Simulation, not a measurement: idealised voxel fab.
process module | voxel ribs on slabs
cross-section cut | 270 nm wide | cells 5 nm
A cross-section is a grid of square cells, given in bands from the top down. A band is one or more rows of cells.
Each band's line starts with the height of the band's top and of its bottom, in nm. Then come its materials from left to right, each with its width in nm. One material with "throughout" fills the band from edge to edge. "air" is empty space.
Height 0 is the level under which the wafer as received is all one material. The lowest band goes on downwards, as in "0 down".
A width such as "30 to 40" changes by the same amount from each row of cells to the next, from the band's top row to its bottom row.
"no change" after a step means that no cell of the cross-section changed.
closed voids: empty space of 8 cells or more with no open way to the top, each as width x height at its distance from the left edge, in nm
after a step's settings: what the simulator itself notes on the step
overlay nm, on a step with a mask: how far to the right of its planned place the mask lay; to the left if negative
plan
1 op RECEIVE | material Si
2 op DIRECTIONAL_DEP | material SiO2 | thk nm 25
3 op DIRECTIONAL_DEP | material polySi | thk nm 15
4 op DIRECTIONAL_DEP | material aC | thk nm 15
5 op PATTERN | tone cover | mask id RIB | material resist | width nm 20 | thk nm 30 | overlay nm 0
6 op DIRECTIONAL_ETCH | etch materials aC | depth nm 15
7 op STRIP | etch materials resist
8 op DIRECTIONAL_ETCH | etch materials polySi | depth nm 10
9 op STRIP | etch materials aC
10 op MASKED_ETCH | tone cover | mask id SLAB | width nm 50 | etch materials polySi | depth nm 5 | overlay nm -15
11 op FILL_DEP | material SiO2 | thk nm 25
12 op CMP | height nm 55
13 op DIRECTIONAL_DEP | material W | thk nm 5
14 op DIRECTIONAL_DEP | material aC | thk nm 10
15 op PATTERN | tone cover | mask id HEATER | material resist | width nm 30 | thk nm 25 | overlay nm 0
16 op DIRECTIONAL_ETCH | etch materials aC | depth nm 10
17 op STRIP | etch materials resist
18 op DIRECTIONAL_ETCH | etch materials W | depth nm 5
19 op STRIP | etch materials aC
20 op CONFORMAL_DEP | material SiN | thk nm 10
varied across the wafers: overlay nm of step 10. The plan shows the first wafer's value. All wafers start alike
first wafer as received, after step 1
  0 down: Si throughout
  closed voids: none
first wafer at the end, after step 20
  70 to 65: air 110 | SiN 50 | air 110
  65 to 60: SiN throughout
  60 to 55: SiN 120 | W 30 | SiN 120
  55 to 40: SiO2 throughout
  40 to 30: SiO2 125 | polySi 20 | SiO2 125
  30 to 25: SiO2 95 | polySi 50 | SiO2 125
  25 to 0: SiO2 throughout
  0 down: Si throughout
  closed voids: none
last wafer at the end
  70 to 65: air 110 | SiN 50 | air 110
  65 to 60: SiN throughout
  60 to 55: SiN 120 | W 30 | SiN 120
  55 to 40: SiO2 throughout
  40 to 30: SiO2 125 | polySi 20 | SiO2 125
  30 to 25: SiO2 125 | polySi 50 | SiO2 95
  25 to 0: SiO2 throughout
  0 down: Si throughout
  closed voids: none
each wafer at the end: cells of each material gained (+) or lost (-) since it was received, then its closed voids
overlay nm -15 | +112 SiN | +576 SiO2 | +6 W | +18 polySi | closed voids: none
overlay nm -10 | +112 SiN | +576 SiO2 | +6 W | +18 polySi | closed voids: none
overlay nm -5 | +112 SiN | +576 SiO2 | +6 W | +18 polySi | closed voids: none
overlay nm 0 | +112 SiN | +576 SiO2 | +6 W | +18 polySi | closed voids: none
overlay nm 5 | +112 SiN | +576 SiO2 | +6 W | +18 polySi | closed voids: none
overlay nm 10 | +112 SiN | +576 SiO2 | +6 W | +18 polySi | closed voids: none
overlay nm 15 | +112 SiN | +576 SiO2 | +6 W | +18 polySi | closed voids: none
